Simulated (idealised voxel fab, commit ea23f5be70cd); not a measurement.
process module | voxel self aligned contacts
Square cells of 5 nm make up the cross-section cut, whose width is 290 nm.
Square cells in a grid make up a cross-section in this document, and the grid is given as bands, listed from the top down, each one or more rows of cells. Each band's line starts with the height of the band's top and of its bottom, in nm. Then come its materials from left to right, each with its width in nm. One material with "throughout" fills the band from edge to edge. "empty" is empty space. Height 0 is the level under which the wafer as received is all one material. The lowest band goes on downwards, as in "z 0 and below". Quick explanation for "30..40": the width changes in equal steps down the rows of cells, from the first number in the band's top row to the second number in its bottom row. Reading "all unchanged" for a step: not a cell of the cross-section changed in it. Closed empty spaces (no open way to the top) of 8 cells or more are what "Sealed-off cavities" lists, each as width x height at distance from the left edge, nm for all three. after a step's settings: what the simulator itself notes on the step. The optional step-line setting "overlay nm" applies to steps with a mask and quantifies how far to the right of its planned location the mask lay, a negative value indicating leftward placement.

### Below is the list of planned process steps
- 1: RECEIVE,material Si
- 2: CONFORMAL_DEP,material SiO2,thk nm 5
- 3: DIRECTIONAL_DEP,material polySi,thk nm 25
- 4: DIRECTIONAL_DEP,material SiN,thk nm 20
- 5: DIRECTIONAL_DEP,material aC,thk nm 15
- 6: PATTERN,tone cover,mask id GATE,material resist,width nm 30,pitch nm 75,thk nm 30,overlay nm 0
- 7: DIRECTIONAL_ETCH,etch materials aC,depth nm 15
- 8: STRIP,etch materials resist
- 9: DIRECTIONAL_ETCH,etch materials SiN,depth nm 20
- 10: DIRECTIONAL_ETCH,etch materials polySi,depth nm 25
- 11: STRIP,etch materials aC
- 12: CONFORMAL_DEP,material SiN,thk nm 10
- 13: DIRECTIONAL_ETCH,etch materials SiN,depth nm 10
- 14: FILL_DEP,material SiO2,thk nm 10
- 15: CMP,height nm 55
- 16: MASKED_ETCH,tone open,mask id CONTACT,width nm 55,pitch nm 75,etch materials SiO2,depth nm 55,overlay nm 0
- 17: CONFORMAL_DEP,material TiN,thk nm 5
- 18: FILL_DEP,material W,thk nm 5
- 19: CMP,height nm 55
- 20: CONFORMAL_DEP,material SiN,thk nm 5

### Received-state cross-section, reflecting completion of step 1
	z 0 and below | Si throughout
	Sealed-off cavities: none

### Cross-sectional result after module completion. Note: starting condition and plan are unchanged from above; one processing mistake was made
	z 60 to 55 | SiN throughout
	z 55 to 45 | SiO2: 80 / TiN: 5..20 / W: 45..15 / TiN: 5..20 / SiO2: 20 / TiN: 5..20 / W: 45..15 / TiN: 5..20 / SiO2: 80
	z 45 to 25 | SiO2: 45 / SiN: 50 / TiN: 5 / W: 15 / TiN: 5 / SiN: 50 / TiN: 5 / W: 15 / TiN: 5 / SiN: 50 / SiO2: 45
	z 25 to 5 | SiO2: 45 / SiN: 10 / polySi: 30 / SiN: 10 / TiN: 5 / W: 15 / TiN: 5 / SiN: 10 / polySi: 30 / SiN: 10 / TiN: 5 / W: 15 / TiN: 5 / SiN: 10 / polySi: 30 / SiN: 10 / SiO2: 45
	z 5 to 0 | SiO2: 45 / SiN: 10 / polySi: 30 / SiN: 10 / TiN: 25 / SiN: 10 / polySi: 30 / SiN: 10 / TiN: 25 / SiN: 10 / polySi: 30 / SiN: 10 / SiO2: 45
	z 0 and below | Si throughout
	Sealed-off cavities: none
What was done differently from what was planned? step 2 of the plan was bypassed and not carried out
